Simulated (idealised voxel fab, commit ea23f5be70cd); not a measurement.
A process module follows: voxel fin reveal.
Cross-sectional view cut (width: 200 nm; square cell size: 5 nm).
Reading order for cross-sections: top band down to bottom band. Underlying form: a grid of square cells. Band size: one or more rows of cells. Heights first: top, then bottom, in nm. Then materials, left to right, each with a width in nm. "edge to edge" on a single material: fills the band edge to edge. "air": empty space. Beneath 0, the wafer as received is one material, and that level is where height counting begins. The lowest band goes on downward without a bottom; it is written like "0 and below". The notation "30..40" denotes a width that varies across the rows of cells in the band, beginning at the first number in the top row, finishing at the second number in the bottom row, and changing by an identical amount from each row to the next. Step marked "all unchanged"? Then no cell in the cross-section changed in it. What "Closed void table" gives you is every empty space of 8 cells or more that is cut off from the top. Each appears as width x height at distance, with the distance taken from the left edge and width, height and distance all in nm. Whatever follows a step's settings on its line is a remark the simulator itself makes about that step. Each step line may optionally specify "overlay nm", which for a step with a mask gives the rightward distance between the mask's planned place and where it lay, a negative value indicating the leftward direction.

## These are the steps we planned for the process
1: RECEIVE, material Si
2: CONFORMAL_DEP, material SiN, thk nm 5
3: PATTERN, tone cover, mask id FINS, material resist, width nm 15, pitch nm 45, thk nm 20, overlay nm 0
4: DIRECTIONAL_ETCH, etch materials SiN, depth nm 5
5: DIRECTIONAL_ETCH, etch materials Si, depth nm 40
6: STRIP, etch materials resist
7: OXIDIZE, depth nm 5
8: FILL_DEP, material SiO2, thk nm 5
9: CMP, height nm 5
10: SELECTIVE_ETCH, etch materials SiO2, depth nm 35
11: STRIP, etch materials SiN

## Received-state cross-section, reflecting completion of step 1
* 0 and below | Si edge to edge
* Closed void table: none

## The first of two wafers, cross-sectioned at the end of the module, with the run proceeding as planned
* 0 down to -30 | air 50 nm / Si 5 nm / air 40 nm / Si 5 nm / air 40 nm / Si 5 nm / air 55 nm
* -30 down to -45 | SiO2 50 nm / Si 5 nm / SiO2 40 nm / Si 5 nm / SiO2 40 nm / Si 5 nm / SiO2 55 nm
* -45 and below | Si edge to edge
* Closed void table: none

## Wafer two cross-section, module end. Start and plan unchanged from wafer one; one mistake made during the run
* 0 down to -45 | air 50 nm / Si 5 nm / air 40 nm / Si 5 nm / air 40 nm / Si 5 nm / air 55 nm
* -45 and below | Si edge to edge
* Closed void table: none
Deviation noted in wafer processing: step 10 of the plan was carried out twice
Heads up, by the end the second wafer has more or fewer cells of some materials compared to the first: SiO2 -111
